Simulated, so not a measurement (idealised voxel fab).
The following is a process module called voxel tone inversion.
Section shown: cut. Width: 230 nm. Cell size: 5 nm, square.
Square cells in a grid make up a cross-section in this document, and the grid is given as bands, listed from the top down, each one or more rows of cells.
Band entry format. Leading values: height of top, height of bottom, nm. Remainder: materials in left-to-right order, each with its width in nm. Special words: "full width" on a single material, which then fills the band edge to edge; "blank", empty space.
Beneath 0, the wafer as received is one material, and that level is where height counting begins. The lowest band goes on downward without a bottom; it is written like "0 down".
Graded width ("30->40"): value in top row of band = first number; value in bottom row = second number; row-to-row change constant.
A step reported as "nothing got changed" is a step in which no cell of the cross-section changed.
"Fully enclosed voids" specifies each empty space that is not open to the top and that occupies no fewer than 8 cells, using the form width x height at distance, the distance measured from the left edge and all three quantities in nm.
after a step's settings: what the simulator itself notes on the step
A step line may carry the setting "overlay nm", which, for steps involving a mask, states the distance by which the mask lay to the right of its intended position; negative values denote displacement to the left.
**Set out below are the planned steps of the process**
1,RECEIVE (material Si)
2,CONFORMAL_DEP (material SiN; thk nm 10)
3,DIRECTIONAL_DEP (material polySi; thk nm 20)
4,PATTERN (tone cover; mask id POSTS; material resist; width nm 15; pitch nm 40; thk nm 25; overlay nm 0)
5,DIRECTIONAL_ETCH (etch materials polySi; depth nm 20)
6,STRIP (etch materials resist)
7,FILL_DEP (material SiO2; thk nm 5)
8,CMP (height nm 30)
9,STRIP (etch materials polySi)
Quick note for whoever runs this: the wafers start identical, but the width nm at step 4 isn't the same across them. The plan just shows what the first wafer had.
**The first of several wafers as received, shown in cross-section; this is its state after step 1**
	0 down  Si full width
	Fully enclosed voids: none
**Every row in this table is a wafer at the end of the module, and it gives, for each of the materials, the cells that wafer has gained (+) or lost (-) since it was received, then its closed voids**
width nm 15; +92 SiN; +148 SiO2; Fully enclosed voids: none
width nm 20; +92 SiN; +136 SiO2; Fully enclosed voids: none
width nm 25; +92 SiN; +124 SiO2; Fully enclosed voids: none
